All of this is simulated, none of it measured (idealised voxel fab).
process module | voxel local oxidation
cross-section cut | 155 nm wide | cells 5 nm
A cross-section is a grid of square cells, given in bands from the top down. A band is one or more rows of cells.
Each band's line starts with the height of the band's top and of its bottom, in nm. Then come its materials from left to right, each with its width in nm. One material with "throughout" fills the band from edge to edge. "air" is empty space.
Height 0 is the level under which the wafer as received is all one material. The lowest band goes on downwards, as in "0 down".
A width such as "30 to 40" changes by the same amount from each row of cells to the next, from the band's top row to its bottom row.
"no change" after a step means that no cell of the cross-section changed.
closed voids: empty space of 8 cells or more with no open way to the top, each as width x height at its distance from the left edge, in nm
after a step's settings: what the simulator itself notes on the step
overlay nm, on a step with a mask: how far to the right of its planned place the mask lay; to the left if negative
plan
1 op RECEIVE | material Si
2 op CONFORMAL_DEP | material SiO2 | thk nm 5
3 op CONFORMAL_DEP | material SiN | thk nm 10
4 op DIRECTIONAL_DEP | material aC | thk nm 15
5 op PATTERN | tone cover | mask id ACTIVE | material resist | width nm 125 | thk nm 30 | overlay nm 0
6 op DIRECTIONAL_ETCH | etch materials aC | depth nm 15
7 op STRIP | etch materials resist
8 op DIRECTIONAL_ETCH | etch materials SiN | depth nm 10
9 op STRIP | etch materials aC
10 op SELECTIVE_ETCH | etch materials SiO2 | depth nm 5
11 op OXIDIZE | depth nm 10
12 op STRIP | etch materials SiN
first wafer, as planned
as received, after step 1
  0 down: Si throughout
  closed voids: none
after step 2
  5 to 0: SiO2 throughout
  below 0: unchanged
after step 3
  15 to 5: SiN throughout
  below 5: unchanged
after step 4
  30 to 15: aC throughout
  below 15: unchanged
after step 5
  60 to 30: air 15 | resist 125 | air 15
  below 30: unchanged
after step 6
  45 to 30: air 15 | resist 125 | air 15
  30 to 15: air 15 | aC 125 | air 15
  below 15: unchanged
after step 7
  30 to 15: air 15 | aC 125 | air 15
  below 15: unchanged
after step 8
  30 to 15: air 15 | aC 125 | air 15
  15 to 5: air 15 | SiN 125 | air 15
  below 5: unchanged
after step 9
  15 to 5: air 15 | SiN 125 | air 15
  below 5: unchanged
after step 10
  15 to 5: air 15 | SiN 125 | air 15
  5 to 0: air 20 | SiO2 115 | air 20
  below 0: unchanged
after step 11
  15 to 5: air 15 | SiN 125 | air 15
  5 to 0: air 20 | SiO2 115 | air 20
  0 to -10: SiO2 30 | Si 95 | SiO2 30
  below -10: unchanged
after step 12
  5 to 0: air 20 | SiO2 115 | air 20
  below 0: unchanged
second wafer: like start, like plan, one mistake. Through step 4 it matches the first wafer
when step 5 should have ended
  60 to 30: air 20 | resist 120 | air 15
  below 30: unchanged
when step 6 should have ended
  45 to 30: air 20 | resist 120 | air 15
  30 to 15: air 20 | aC 120 | air 15
  below 15: unchanged
when step 7 should have ended
  30 to 15: air 20 | aC 120 | air 15
  below 15: unchanged
when step 8 should have ended
  30 to 15: air 20 | aC 120 | air 15
  15 to 5: air 20 | SiN 120 | air 15
  below 5: unchanged
when step 9 should have ended
  15 to 5: air 20 | SiN 120 | air 15
  below 5: unchanged
when step 10 should have ended
  15 to 5: air 20 | SiN 120 | air 15
  5 to 0: air 25 | SiO2 110 | air 20
  below 0: unchanged
when step 11 should have ended
  15 to 5: air 20 | SiN 120 | air 15
  5 to 0: air 25 | SiO2 110 | air 20
  0 to -10: SiO2 35 | Si 90 | SiO2 30
  below -10: unchanged
when step 12 should have ended
  5 to 0: air 25 | SiO2 110 | air 20
  below 0: unchanged
what went wrong: step 5 ran as: op PATTERN | tone cover | mask id ACTIVE | material resist | width nm 120 | thk nm 30 | overlay nm 0
at the end the second wafer has, in cells: 2 fewer of Si | 1 more of SiO2
